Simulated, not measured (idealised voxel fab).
process module | voxel wiring stack
Xsec cut, 175 nm wide, square cell size 5 nm.
Cross-sections here: square-cell grids, written as top-down lists of bands, a band being one or more rows of cells.
A band entry consists of two parts. The first gives the height of the band's top and the height of its bottom, in nm. The rest lists the band's materials from left to right, each with its width in nm. A single material labelled with the word "edge to edge" fills the band from edge to edge, and the word "air" marks empty space.
Height datum 0, below which the as-received substrate wafer is one material. Lowest band open at the bottom, running downward: "0 and below".
With a width like "30..40", each row of cells in the band differs from the next by the same amount, the top row carrying the first number and the bottom row the second.
Step note "all unchanged" = no cross-section cell changed.
Any empty space of 8 cells or more lacking an open way to the top shows up in "Sealed void list" as width x height at distance, distance from the left edge, in nm.
Where a step's line continues beyond its settings, the continuation is a remark by the simulator itself on that step.
overlay nm: on a step with a mask, how far right of its planned place the mask lay; negative means left.
## Steps in the process plan
1) RECEIVE [material Si]
2) CONFORMAL_DEP [material SiO2] [thk nm 15]
3) DIRECTIONAL_DEP [material TiN] [thk nm 5]
4) DIRECTIONAL_DEP [material Ru] [thk nm 15]
5) MASKED_ETCH [tone cover] [mask id METAL_1] [width nm 25] [pitch nm 55] [etch materials Ru] [depth nm 15] [overlay nm 0]
6) MASKED_ETCH [tone cover] [mask id METAL_1] [width nm 25] [pitch nm 55] [etch materials TiN] [depth nm 5] [overlay nm 0]
7) FILL_DEP [material lowk] [thk nm 5]
8) CMP [height nm 35]
9) CONFORMAL_DEP [material SiCN] [thk nm 5]
10) DIRECTIONAL_DEP [material lowk] [thk nm 10]
11) DIRECTIONAL_DEP [material aC] [thk nm 15]
12) PATTERN [tone open] [mask id PLUG_1] [material resist] [width nm 15] [pitch nm 55] [thk nm 30] [overlay nm 0]
13) DIRECTIONAL_ETCH [etch materials aC] [depth nm 15]
14) STRIP [etch materials resist]
15) DIRECTIONAL_ETCH [etch materials lowk] [depth nm 10]
16) DIRECTIONAL_ETCH [etch materials SiCN] [depth nm 5]
17) STRIP [etch materials aC]
18) CONFORMAL_DEP [material TiN] [thk nm 5]
19) FILL_DEP [material Ru] [thk nm 5]
20) CMP [height nm 50]
21) CONFORMAL_DEP [material SiCN] [thk nm 5]
22) DIRECTIONAL_DEP [material SiO2] [thk nm 15]
23) PATTERN [tone open] [mask id METAL_2] [material resist] [width nm 25] [pitch nm 55] [thk nm 15] [overlay nm 0]
24) DIRECTIONAL_ETCH [etch materials SiO2] [depth nm 15]
25) DIRECTIONAL_ETCH [etch materials SiCN] [depth nm 5]
26) STRIP [etch materials resist]
27) CONFORMAL_DEP [material TiN] [thk nm 5]
28) FILL_DEP [material Ru] [thk nm 5]
29) CMP [height nm 70]
30) CONFORMAL_DEP [material SiCN] [thk nm 5]
31) DIRECTIONAL_DEP [material SiO2] [thk nm 30]
32) MASKED_ETCH [tone open] [mask id METAL_3_HOLES] [width nm 15] [etch materials SiO2] [depth nm 30] [overlay nm 0]
33) MASKED_ETCH [tone open] [mask id METAL_3] [width nm 25] [pitch nm 55] [etch materials SiO2] [depth nm 15] [overlay nm 0]
34) MASKED_ETCH [tone open] [mask id METAL_3] [width nm 25] [pitch nm 55] [etch materials SiCN] [depth nm 5] [overlay nm 0]
35) CONFORMAL_DEP [material TiN] [thk nm 5]
36) FILL_DEP [material Ru] [thk nm 5]
37) CMP [height nm 105]
38) CONFORMAL_DEP [material SiCN] [thk nm 5]
## Delivered wafer in cross-section: state after step 1
	0 and below: Si edge to edge
	Sealed void list: none
## The first of the two wafers as seen in cross-section once the module was finished; processing followed the plan
	110 down to 105: SiCN edge to edge
	105 down to 95: 45 nm SiO2; 5 nm TiN; 15 nm Ru; 5 nm TiN; 30 nm SiO2; 5 nm TiN; 15 nm Ru; 5 nm TiN; 50 nm SiO2
	95 down to 90: 45 nm SiO2; 5 nm TiN; 5 nm Ru; 15 nm TiN; 30 nm SiO2; 25 nm TiN; 50 nm SiO2
	90 down to 75: 45 nm SiO2; 5 nm TiN; 5 nm Ru; 5 nm TiN; 115 nm SiO2
	75 down to 70: 45 nm SiCN; 15 nm TiN; 115 nm SiCN
	70 down to 55: 45 nm SiO2; 5 nm TiN; 15 nm Ru; 5 nm TiN; 30 nm SiO2; 5 nm TiN; 15 nm Ru; 5 nm TiN; 50 nm SiO2
	55 down to 50: 45 nm SiCN; 25 nm TiN; 30 nm SiCN; 25 nm TiN; 50 nm SiCN
	50 down to 40: 45 nm lowk; 5 nm TiN; 5 nm Ru; 5 nm TiN; 40 nm lowk; 5 nm TiN; 5 nm Ru; 5 nm TiN; 60 nm lowk
	40 down to 35: 45 nm SiCN; 15 nm TiN; 40 nm SiCN; 15 nm TiN; 60 nm SiCN
	35 down to 20: 45 nm lowk; 25 nm Ru; 30 nm lowk; 25 nm Ru; 50 nm lowk
	20 down to 15: 45 nm lowk; 25 nm TiN; 30 nm lowk; 25 nm TiN; 50 nm lowk
	15 down to 0: SiO2 edge to edge
	0 and below: Si edge to edge
	Sealed void list: none
## Here's the second of our two wafers sectioned at module end. Same start as the first, same plan, but one mistake got made running it
	110 down to 105: SiCN edge to edge
	105 down to 95: 45 nm SiO2; 5 nm TiN; 15 nm Ru; 5 nm TiN; 30 nm SiO2; 5 nm TiN; 15 nm Ru; 5 nm TiN; 50 nm SiO2
	95 down to 90: 45 nm SiO2; 5 nm TiN; 5 nm Ru; 15 nm TiN; 30 nm SiO2; 25 nm TiN; 50 nm SiO2
	90 down to 75: 45 nm SiO2; 5 nm TiN; 5 nm Ru; 5 nm TiN; 115 nm SiO2
	75 down to 70: 45 nm SiCN; 15 nm TiN; 115 nm SiCN
	70 down to 55: 45 nm SiO2; 5 nm TiN; 15 nm Ru; 5 nm TiN; 30 nm SiO2; 5 nm TiN; 15 nm Ru; 5 nm TiN; 50 nm SiO2
	55 down to 50: 45 nm SiCN; 25 nm TiN; 30 nm SiCN; 25 nm TiN; 50 nm SiCN
	50 down to 40: 45 nm lowk; 5 nm TiN; 5 nm Ru; 5 nm TiN; 40 nm lowk; 5 nm TiN; 5 nm Ru; 5 nm TiN; 60 nm lowk
	40 down to 35: 45 nm SiCN; 15 nm TiN; 40 nm SiCN; 15 nm TiN; 60 nm SiCN
	35 down to 20: 45 nm lowk; 25 nm Ru; 30 nm lowk; 25 nm Ru; 50 nm lowk
	20 down to 5: SiO2 edge to edge
	5 down to 0: TiN edge to edge
	0 and below: Si edge to edge
	Sealed void list: none
Diagnosis: step 2 ran in the slot meant for step 3, and vice versa
Bottom line after processing is that, in cells, the second wafer is up or down on some materials versus the first: TiN +25; lowk -25
